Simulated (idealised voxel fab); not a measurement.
Name of the process module below: voxel capacitor over wiring
The cross-section on display is named cut; it measures 190 nm wide, and its cells are 5 nm squares.
Each cross-section below is a grid of square cells, stated as bands in top-down order, with one or more rows of cells making up each band. Read a band's entry like this: the first values are the height of its top and the height of its bottom in nm, and what follows is the sequence of materials from left to right, each with its width in nm. Note that "blank" is empty space, and that a single material marked "throughout" reaches across the band from edge to edge. Height 0 is the level under which the wafer as received is all one material. The lowest band goes on downwards, as in "top 0, no bottom". Top row gets the first number, bottom row gets the second, and each row in between changes by the same step: that is how a band width like "30..40" works. No cell of the cross-section changed in a step that is given as "nothing altered". "Enclosed voids" means: voids of 8 cells or more that are shut off from the top with no open way through. Written width x height at distance, distance from the left edge, in nm. What comes after the settings on a step's line is commentary from the simulator itself on that step. For masked steps, "overlay nm" on the step line gives how far right of plan the mask actually lay; a minus sign means it lay to the left.

**Listed below are the process steps as planned**
1: RECEIVE [material Si]
2: CONFORMAL_DEP [material SiO2] [thk nm 15]
3: DIRECTIONAL_DEP [material TiN] [thk nm 5]
4: DIRECTIONAL_DEP [material Ru] [thk nm 20]
5: PATTERN [tone cover] [mask id METAL_1] [material resist] [width nm 25] [pitch nm 95] [thk nm 20] [overlay nm 0]
6: DIRECTIONAL_ETCH [etch materials Ru] [depth nm 20]
7: DIRECTIONAL_ETCH [etch materials TiN] [depth nm 5]
8: STRIP [etch materials resist]
9: CONFORMAL_DEP [material SiN] [thk nm 5]
10: FILL_DEP [material SiO2] [thk nm 5]
11: CMP [height nm 40]
12: CONFORMAL_DEP [material SiCN] [thk nm 5]
13: DIRECTIONAL_DEP [material SiO2] [thk nm 15]
14: DIRECTIONAL_DEP [material aC] [thk nm 15]
15: PATTERN [tone open] [mask id PLUG_1] [material resist] [width nm 15] [thk nm 30] [overlay nm 0]
16: DIRECTIONAL_ETCH [etch materials aC] [depth nm 15]
17: STRIP [etch materials resist]
18: DIRECTIONAL_ETCH [etch materials SiO2] [depth nm 15]
19: DIRECTIONAL_ETCH [etch materials SiCN] [depth nm 5]
20: STRIP [etch materials aC]
21: CONFORMAL_DEP [material TiN] [thk nm 5]
22: FILL_DEP [material W] [thk nm 5]
23: CMP [height nm 60]
24: DIRECTIONAL_DEP [material TiN] [thk nm 10]
25: DIRECTIONAL_DEP [material HfO2] [thk nm 5]
26: DIRECTIONAL_DEP [material TiN] [thk nm 10]
27: PATTERN [tone cover] [mask id UPPER_PLATE] [material resist] [width nm 75] [thk nm 15] [overlay nm 0]
28: DIRECTIONAL_ETCH [etch materials TiN] [depth nm 10]
29: DIRECTIONAL_ETCH [etch materials HfO2] [depth nm 5]
30: STRIP [etch materials resist]
31: PATTERN [tone cover] [mask id LOWER_PLATE] [material resist] [width nm 85] [thk nm 15] [overlay nm 0]
32: DIRECTIONAL_ETCH [etch materials TiN] [depth nm 10]
33: STRIP [etch materials resist]
34: FILL_DEP [material SiO2] [thk nm 20]
35: CMP [height nm 100]
36: DIRECTIONAL_DEP [material aC] [thk nm 15]
37: PATTERN [tone open] [mask id PLUG_2] [material resist] [width nm 15] [thk nm 30] [overlay nm 0]
38: DIRECTIONAL_ETCH [etch materials aC] [depth nm 15]
39: STRIP [etch materials resist]
40: DIRECTIONAL_ETCH [etch materials SiO2] [depth nm 15]
41: STRIP [etch materials aC]
42: CONFORMAL_DEP [material TiN] [thk nm 5]
43: FILL_DEP [material Cu] [thk nm 10]
44: CMP [height nm 100]
45: CONFORMAL_DEP [material SiCN] [thk nm 5]

**As-received state of the wafer in cross-section, equivalent to post-step 1**
> top 0, no bottom | Si throughout
> Enclosed voids: none

**The cross-section shown corresponds to the wafer at the conclusion of the module. The initial structure and the process plan are those presented above; however, one mistake occurred in executing the plan**
> top 105, bottom 100 | SiCN throughout
> top 100, bottom 90 | Cu=50, TiN=5, SiO2=15, TiN=5, Cu=115
> top 90, bottom 85 | TiN=55, SiO2=15, TiN=120
> top 85, bottom 75 | SiO2=45, TiN=75, SiO2=70
> top 75, bottom 70 | SiO2=45, HfO2=75, SiO2=70
> top 70, bottom 60 | SiO2=40, TiN=85, SiO2=65
> top 60, bottom 45 | SiO2=45, TiN=5, W=5, TiN=5, SiO2=130
> top 45, bottom 40 | SiCN=45, TiN=15, SiCN=130
> top 40, bottom 20 | SiO2=30, SiN=5, Ru=25, SiN=5, SiO2=60, SiN=5, Ru=25, SiN=5, SiO2=30
> top 20, bottom 15 | SiN=35, TiN=25, SiN=70, TiN=25, SiN=35
> top 15, bottom 0 | SiO2 throughout
> top 0, no bottom | Si throughout
> Enclosed voids: none
Nonconformance to the process plan: step 37 was not run as planned; what actually ran was PATTERN [tone cover] [mask id PLUG_2] [material resist] [width nm 15] [thk nm 30] [overlay nm 0]
